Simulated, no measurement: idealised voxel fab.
This is a process module. Its name is voxel gate over fins.
Cross-sectional view cut (width: 210 nm; square cell size: 5 nm).
Cross-section format: a grid of square cells, given as bands from top to bottom; each band is one or more rows of cells. Read a band's entry like this: the first values are the height of its top and the height of its bottom in nm, and what follows is the sequence of materials from left to right, each with its width in nm. Note that "empty" is empty space, and that a single material marked "edge to edge" reaches across the band from edge to edge. Ref level 0: as-received wafer is one material below here. Bottom band extends down with no lower bound ("0 -> down"). Read "30 to 40" as a graded width: first number on top, second number at the bottom, same change between each pair of neighbouring rows. For the purposes of this document, the phrase "remained unchanged" attached to a step denotes that no cell within the cross-section was modified by that step. Basically, "Sealed internal cavities" tells you about the enclosed voids: empty spaces with no open way to the top, 8 cells or bigger, each written width x height at distance, where distance is from the left edge, all in nm. Step line, after settings: the simulator's comment on this step. "overlay nm", when on a step's line for a step with a mask, measures how far to the right of its planned place the mask lay; a negative measure means to the left.

PLAN
- 1: RECEIVE: material Si
- 2: CONFORMAL_DEP: material SiN, thk nm 5
- 3: DIRECTIONAL_DEP: material aC, thk nm 10
- 4: PATTERN: tone cover, mask id FINS, material resist, width nm 15, pitch nm 40, thk nm 30, overlay nm 0
- 5: DIRECTIONAL_ETCH: etch materials aC, depth nm 10
- 6: STRIP: etch materials resist
- 7: DIRECTIONAL_ETCH: etch materials SiN, depth nm 5
- 8: DIRECTIONAL_ETCH: etch materials Si, depth nm 40
- 9: STRIP: etch materials aC
- 10: OXIDIZE: depth nm 5
- 11: FILL_DEP: material SiO2, thk nm 10
- 12: CMP: height nm 5
- 13: SELECTIVE_ETCH: etch materials SiO2, depth nm 20
- 14: STRIP: etch materials SiN
- 15: CONFORMAL_DEP: material HfO2, thk nm 5
- 16: CONFORMAL_DEP: material TiN, thk nm 5
- 17: CONFORMAL_DEP: material TiAl, thk nm 5
- 18: CONFORMAL_DEP: material TiN, thk nm 5
- 19: FILL_DEP: material W, thk nm 10
- 20: CMP: height nm 25
- 21: CONFORMAL_DEP: material SiN, thk nm 10

THE FOLLOWING PERTAINS TO THE FIRST OF TWO WAFERS, WHICH WAS PROCESSED AS PLANNED

INCOMING WAFER IN CROSS-SECTION (STATE: AFTER STEP 1)
> 0 -> down = Si edge to edge
> Sealed internal cavities: none

AFTER STEP 2, IN CROSS-SECTION
> 5 -> 0 = SiN edge to edge
> below 0: unchanged

AFTER STEP 3, IN CROSS-SECTION
> 15 -> 5 = aC edge to edge
> below 5: unchanged

AFTER STEP 4, IN CROSS-SECTION
> 45 -> 15 = 75 nm empty, 15 nm resist, 25 nm empty, 15 nm resist, 80 nm empty
> below 15: unchanged

AFTER STEP 5, IN CROSS-SECTION
> 35 -> 15 = 75 nm empty, 15 nm resist, 25 nm empty, 15 nm resist, 80 nm empty
> 15 -> 5 = 75 nm empty, 15 nm aC, 25 nm empty, 15 nm aC, 80 nm empty
> below 5: unchanged

AFTER STEP 6, IN CROSS-SECTION
> 15 -> 5 = 75 nm empty, 15 nm aC, 25 nm empty, 15 nm aC, 80 nm empty
> below 5: unchanged

AFTER STEP 7, IN CROSS-SECTION
> 15 -> 5 = 75 nm empty, 15 nm aC, 25 nm empty, 15 nm aC, 80 nm empty
> 5 -> 0 = 75 nm empty, 15 nm SiN, 25 nm empty, 15 nm SiN, 80 nm empty
> below 0: unchanged

AFTER STEP 8, IN CROSS-SECTION
> 15 -> 5 = 75 nm empty, 15 nm aC, 25 nm empty, 15 nm aC, 80 nm empty
> 5 -> 0 = 75 nm empty, 15 nm SiN, 25 nm empty, 15 nm SiN, 80 nm empty
> 0 -> -40 = 75 nm empty, 15 nm Si, 25 nm empty, 15 nm Si, 80 nm empty
> below -40: unchanged

AFTER STEP 9, IN CROSS-SECTION
> 5 -> 0 = 75 nm empty, 15 nm SiN, 25 nm empty, 15 nm SiN, 80 nm empty
> below 0: unchanged

AFTER STEP 10, IN CROSS-SECTION
> 5 -> 0 = 75 nm empty, 15 nm SiN, 25 nm empty, 15 nm SiN, 80 nm empty
> 0 -> -40 = 75 nm empty, 5 nm SiO2, 5 nm Si, 5 nm SiO2, 25 nm empty, 5 nm SiO2, 5 nm Si, 5 nm SiO2, 80 nm empty
> -40 -> -45 = 80 nm SiO2, 5 nm Si, 35 nm SiO2, 5 nm Si, 85 nm SiO2
> below -45: unchanged

AFTER STEP 11, IN CROSS-SECTION
> 15 -> 5 = SiO2 edge to edge
> 5 -> 0 = 75 nm SiO2, 15 nm SiN, 25 nm SiO2, 15 nm SiN, 80 nm SiO2
> 0 -> -45 = 80 nm SiO2, 5 nm Si, 35 nm SiO2, 5 nm Si, 85 nm SiO2
> below -45: unchanged

AFTER STEP 12, IN CROSS-SECTION
> 5 -> 0 = 75 nm SiO2, 15 nm SiN, 25 nm SiO2, 15 nm SiN, 80 nm SiO2
> below 0: unchanged

AFTER STEP 13, IN CROSS-SECTION
> 5 -> 0 = 75 nm empty, 15 nm SiN, 25 nm empty, 15 nm SiN, 80 nm empty
> 0 -> -15 = 80 nm empty, 5 nm Si, 35 nm empty, 5 nm Si, 85 nm empty
> below -15: unchanged

AFTER STEP 14, IN CROSS-SECTION
> 0 -> -15 = 80 nm empty, 5 nm Si, 35 nm empty, 5 nm Si, 85 nm empty
> below -15: unchanged

AFTER STEP 15, IN CROSS-SECTION
> 5 -> 0 = 75 nm empty, 15 nm HfO2, 25 nm empty, 15 nm HfO2, 80 nm empty
> 0 -> -10 = 75 nm empty, 5 nm HfO2, 5 nm Si, 5 nm HfO2, 25 nm empty, 5 nm HfO2, 5 nm Si, 5 nm HfO2, 80 nm empty
> -10 -> -15 = 80 nm HfO2, 5 nm Si, 35 nm HfO2, 5 nm Si, 85 nm HfO2
> below -15: unchanged

AFTER STEP 16, IN CROSS-SECTION
> 10 -> 5 = 70 nm empty, 25 nm TiN, 15 nm empty, 25 nm TiN, 75 nm empty
> 5 -> 0 = 70 nm empty, 5 nm TiN, 15 nm HfO2, 5 nm TiN, 15 nm empty, 5 nm TiN, 15 nm HfO2, 5 nm TiN, 75 nm empty
> 0 -> -5 = 70 nm empty, 5 nm TiN, 5 nm HfO2, 5 nm Si, 5 nm HfO2, 5 nm TiN, 15 nm empty, 5 nm TiN, 5 nm HfO2, 5 nm Si, 5 nm HfO2, 5 nm TiN, 75 nm empty
> -5 -> -10 = 75 nm TiN, 5 nm HfO2, 5 nm Si, 5 nm HfO2, 25 nm TiN, 5 nm HfO2, 5 nm Si, 5 nm HfO2, 80 nm TiN
> below -10: unchanged

AFTER STEP 17, IN CROSS-SECTION
> 15 -> 10 = 65 nm empty, 35 nm TiAl, 5 nm empty, 35 nm TiAl, 70 nm empty
> 10 -> 5 = 65 nm empty, 5 nm TiAl, 25 nm TiN, 5 nm TiAl, 5 nm empty, 5 nm TiAl, 25 nm TiN, 5 nm TiAl, 70 nm empty
> 5 -> 0 = 65 nm empty, 5 nm TiAl, 5 nm TiN, 15 nm HfO2, 5 nm TiN, 5 nm TiAl, 5 nm empty, 5 nm TiAl, 5 nm TiN, 15 nm HfO2, 5 nm TiN, 5 nm TiAl, 70 nm empty
> 0 -> -5 = 70 nm TiAl, 5 nm TiN, 5 nm HfO2, 5 nm Si, 5 nm HfO2, 5 nm TiN, 15 nm TiAl, 5 nm TiN, 5 nm HfO2, 5 nm Si, 5 nm HfO2, 5 nm TiN, 75 nm TiAl
> below -5: unchanged

AFTER STEP 18, IN CROSS-SECTION
> 20 -> 15 = 60 nm empty, 85 nm TiN, 65 nm empty
> 15 -> 10 = 60 nm empty, 5 nm TiN, 35 nm TiAl, 5 nm TiN, 35 nm TiAl, 5 nm TiN, 65 nm empty
> 10 -> 5 = 60 nm empty, 5 nm TiN, 5 nm TiAl, 25 nm TiN, 5 nm TiAl, 5 nm TiN, 5 nm TiAl, 25 nm TiN, 5 nm TiAl, 5 nm TiN, 65 nm empty
> 5 -> 0 = 65 nm TiN, 5 nm TiAl, 5 nm TiN, 15 nm HfO2, 5 nm TiN, 5 nm TiAl, 5 nm TiN, 5 nm TiAl, 5 nm TiN, 15 nm HfO2, 5 nm TiN, 5 nm TiAl, 70 nm TiN
> below 0: unchanged

AFTER STEP 19, IN CROSS-SECTION
> 30 -> 20 = W edge to edge
> 20 -> 15 = 60 nm W, 85 nm TiN, 65 nm W
> 15 -> 10 = 60 nm W, 5 nm TiN, 35 nm TiAl, 5 nm TiN, 35 nm TiAl, 5 nm TiN, 65 nm W
> 10 -> 5 = 60 nm W, 5 nm TiN, 5 nm TiAl, 25 nm TiN, 5 nm TiAl, 5 nm TiN, 5 nm TiAl, 25 nm TiN, 5 nm TiAl, 5 nm TiN, 65 nm W
> below 5: unchanged

AFTER STEP 20, IN CROSS-SECTION
> 25 -> 20 = W edge to edge
> below 20: unchanged

AFTER STEP 21, IN CROSS-SECTION
> 35 -> 25 = SiN edge to edge
> below 25: unchanged

IT IS TO BE NOTED THAT THE SECOND WAFER PROCEEDED FROM THE SAME INITIAL STATE AND ACCORDING TO THE SAME PLAN AS THE FIRST, ALTHOUGH ONE MISTAKE WAS COMMITTED IN ITS EXECUTION; THROUGH STEP 3, INCLUSIVE, THE TWO WAFERS SHARE AN IDENTICAL HISTORY

CROSS-SECTION OF THE SECOND WAFER WHEN, ACCORDING TO PLAN, STEP 4 SHOULD HAVE FINISHED
> 45 -> 15 = 85 nm empty, 15 nm resist, 25 nm empty, 15 nm resist, 70 nm empty
> below 15: unchanged

CROSS-SECTION OF THE SECOND WAFER WHEN, ACCORDING TO PLAN, STEP 5 SHOULD HAVE FINISHED
> 35 -> 15 = 85 nm empty, 15 nm resist, 25 nm empty, 15 nm resist, 70 nm empty
> 15 -> 5 = 85 nm empty, 15 nm aC, 25 nm empty, 15 nm aC, 70 nm empty
> below 5: unchanged

CROSS-SECTION OF THE SECOND WAFER WHEN, ACCORDING TO PLAN, STEP 6 SHOULD HAVE FINISHED
> 15 -> 5 = 85 nm empty, 15 nm aC, 25 nm empty, 15 nm aC, 70 nm empty
> below 5: unchanged

CROSS-SECTION OF THE SECOND WAFER WHEN, ACCORDING TO PLAN, STEP 7 SHOULD HAVE FINISHED
> 15 -> 5 = 85 nm empty, 15 nm aC, 25 nm empty, 15 nm aC, 70 nm empty
> 5 -> 0 = 85 nm empty, 15 nm SiN, 25 nm empty, 15 nm SiN, 70 nm empty
> below 0: unchanged

CROSS-SECTION OF THE SECOND WAFER WHEN, ACCORDING TO PLAN, STEP 8 SHOULD HAVE FINISHED
> 15 -> 5 = 85 nm empty, 15 nm aC, 25 nm empty, 15 nm aC, 70 nm empty
> 5 -> 0 = 85 nm empty, 15 nm SiN, 25 nm empty, 15 nm SiN, 70 nm empty
> 0 -> -40 = 85 nm empty, 15 nm Si, 25 nm empty, 15 nm Si, 70 nm empty
> below -40: unchanged

CROSS-SECTION OF THE SECOND WAFER WHEN, ACCORDING TO PLAN, STEP 9 SHOULD HAVE FINISHED
> 5 -> 0 = 85 nm empty, 15 nm SiN, 25 nm empty, 15 nm SiN, 70 nm empty
> below 0: unchanged

CROSS-SECTION OF THE SECOND WAFER WHEN, ACCORDING TO PLAN, STEP 10 SHOULD HAVE FINISHED
> 5 -> 0 = 85 nm empty, 15 nm SiN, 25 nm empty, 15 nm SiN, 70 nm empty
> 0 -> -40 = 85 nm empty, 5 nm SiO2, 5 nm Si, 5 nm SiO2, 25 nm empty, 5 nm SiO2, 5 nm Si, 5 nm SiO2, 70 nm empty
> -40 -> -45 = 90 nm SiO2, 5 nm Si, 35 nm SiO2, 5 nm Si, 75 nm SiO2
> below -45: unchanged

CROSS-SECTION OF THE SECOND WAFER WHEN, ACCORDING TO PLAN, STEP 11 SHOULD HAVE FINISHED
> 15 -> 5 = SiO2 edge to edge
> 5 -> 0 = 85 nm SiO2, 15 nm SiN, 25 nm SiO2, 15 nm SiN, 70 nm SiO2
> 0 -> -45 = 90 nm SiO2, 5 nm Si, 35 nm SiO2, 5 nm Si, 75 nm SiO2
> below -45: unchanged

CROSS-SECTION OF THE SECOND WAFER WHEN, ACCORDING TO PLAN, STEP 12 SHOULD HAVE FINISHED
> 5 -> 0 = 85 nm SiO2, 15 nm SiN, 25 nm SiO2, 15 nm SiN, 70 nm SiO2
> below 0: unchanged

CROSS-SECTION OF THE SECOND WAFER WHEN, ACCORDING TO PLAN, STEP 13 SHOULD HAVE FINISHED
> 5 -> 0 = 85 nm empty, 15 nm SiN, 25 nm empty, 15 nm SiN, 70 nm empty
> 0 -> -15 = 90 nm empty, 5 nm Si, 35 nm empty, 5 nm Si, 75 nm empty
> below -15: unchanged

CROSS-SECTION OF THE SECOND WAFER WHEN, ACCORDING TO PLAN, STEP 14 SHOULD HAVE FINISHED
> 0 -> -15 = 90 nm empty, 5 nm Si, 35 nm empty, 5 nm Si, 75 nm empty
> below -15: unchanged

CROSS-SECTION OF THE SECOND WAFER WHEN, ACCORDING TO PLAN, STEP 15 SHOULD HAVE FINISHED
> 5 -> 0 = 85 nm empty, 15 nm HfO2, 25 nm empty, 15 nm HfO2, 70 nm empty
> 0 -> -10 = 85 nm empty, 5 nm HfO2, 5 nm Si, 5 nm HfO2, 25 nm empty, 5 nm HfO2, 5 nm Si, 5 nm HfO2, 70 nm empty
> -10 -> -15 = 90 nm HfO2, 5 nm Si, 35 nm HfO2, 5 nm Si, 75 nm HfO2
> below -15: unchanged

CROSS-SECTION OF THE SECOND WAFER WHEN, ACCORDING TO PLAN, STEP 16 SHOULD HAVE FINISHED
> 10 -> 5 = 80 nm empty, 25 nm TiN, 15 nm empty, 25 nm TiN, 65 nm empty
> 5 -> 0 = 80 nm empty, 5 nm TiN, 15 nm HfO2, 5 nm TiN, 15 nm empty, 5 nm TiN, 15 nm HfO2, 5 nm TiN, 65 nm empty
> 0 -> -5 = 80 nm empty, 5 nm TiN, 5 nm HfO2, 5 nm Si, 5 nm HfO2, 5 nm TiN, 15 nm empty, 5 nm TiN, 5 nm HfO2, 5 nm Si, 5 nm HfO2, 5 nm TiN, 65 nm empty
> -5 -> -10 = 85 nm TiN, 5 nm HfO2, 5 nm Si, 5 nm HfO2, 25 nm TiN, 5 nm HfO2, 5 nm Si, 5 nm HfO2, 70 nm TiN
> below -10: unchanged

CROSS-SECTION OF THE SECOND WAFER WHEN, ACCORDING TO PLAN, STEP 17 SHOULD HAVE FINISHED
> 15 -> 10 = 75 nm empty, 35 nm TiAl, 5 nm empty, 35 nm TiAl, 60 nm empty
> 10 -> 5 = 75 nm empty, 5 nm TiAl, 25 nm TiN, 5 nm TiAl, 5 nm empty, 5 nm TiAl, 25 nm TiN, 5 nm TiAl, 60 nm empty
> 5 -> 0 = 75 nm empty, 5 nm TiAl, 5 nm TiN, 15 nm HfO2, 5 nm TiN, 5 nm TiAl, 5 nm empty, 5 nm TiAl, 5 nm TiN, 15 nm HfO2, 5 nm TiN, 5 nm TiAl, 60 nm empty
> 0 -> -5 = 80 nm TiAl, 5 nm TiN, 5 nm HfO2, 5 nm Si, 5 nm HfO2, 5 nm TiN, 15 nm TiAl, 5 nm TiN, 5 nm HfO2, 5 nm Si, 5 nm HfO2, 5 nm TiN, 65 nm TiAl
> below -5: unchanged

CROSS-SECTION OF THE SECOND WAFER WHEN, ACCORDING TO PLAN, STEP 18 SHOULD HAVE FINISHED
> 20 -> 15 = 70 nm empty, 85 nm TiN, 55 nm empty
> 15 -> 10 = 70 nm empty, 5 nm TiN, 35 nm TiAl, 5 nm TiN, 35 nm TiAl, 5 nm TiN, 55 nm empty
> 10 -> 5 = 70 nm empty, 5 nm TiN, 5 nm TiAl, 25 nm TiN, 5 nm TiAl, 5 nm TiN, 5 nm TiAl, 25 nm TiN, 5 nm TiAl, 5 nm TiN, 55 nm empty
> 5 -> 0 = 75 nm TiN, 5 nm TiAl, 5 nm TiN, 15 nm HfO2, 5 nm TiN, 5 nm TiAl, 5 nm TiN, 5 nm TiAl, 5 nm TiN, 15 nm HfO2, 5 nm TiN, 5 nm TiAl, 60 nm TiN
> below 0: unchanged

CROSS-SECTION OF THE SECOND WAFER WHEN, ACCORDING TO PLAN, STEP 19 SHOULD HAVE FINISHED
> 30 -> 20 = W edge to edge
> 20 -> 15 = 70 nm W, 85 nm TiN, 55 nm W
> 15 -> 10 = 70 nm W, 5 nm TiN, 35 nm TiAl, 5 nm TiN, 35 nm TiAl, 5 nm TiN, 55 nm W
> 10 -> 5 = 70 nm W, 5 nm TiN, 5 nm TiAl, 25 nm TiN, 5 nm TiAl, 5 nm TiN, 5 nm TiAl, 25 nm TiN, 5 nm TiAl, 5 nm TiN, 55 nm W
> below 5: unchanged

CROSS-SECTION OF THE SECOND WAFER WHEN, ACCORDING TO PLAN, STEP 20 SHOULD HAVE FINISHED
> 25 -> 20 = W edge to edge
> below 20: unchanged

CROSS-SECTION OF THE SECOND WAFER WHEN, ACCORDING TO PLAN, STEP 21 SHOULD HAVE FINISHED
> 35 -> 25 = SiN edge to edge
> below 25: unchanged
What went wrong in running the wafer? step 4 was run on a setting that differed from the plan, and what really ran there is PATTERN: tone cover, mask id FINS, material resist, width nm 15, pitch nm 40, thk nm 30, overlay nm 10
Cell counts per material: same on both final wafers. Positions: different.
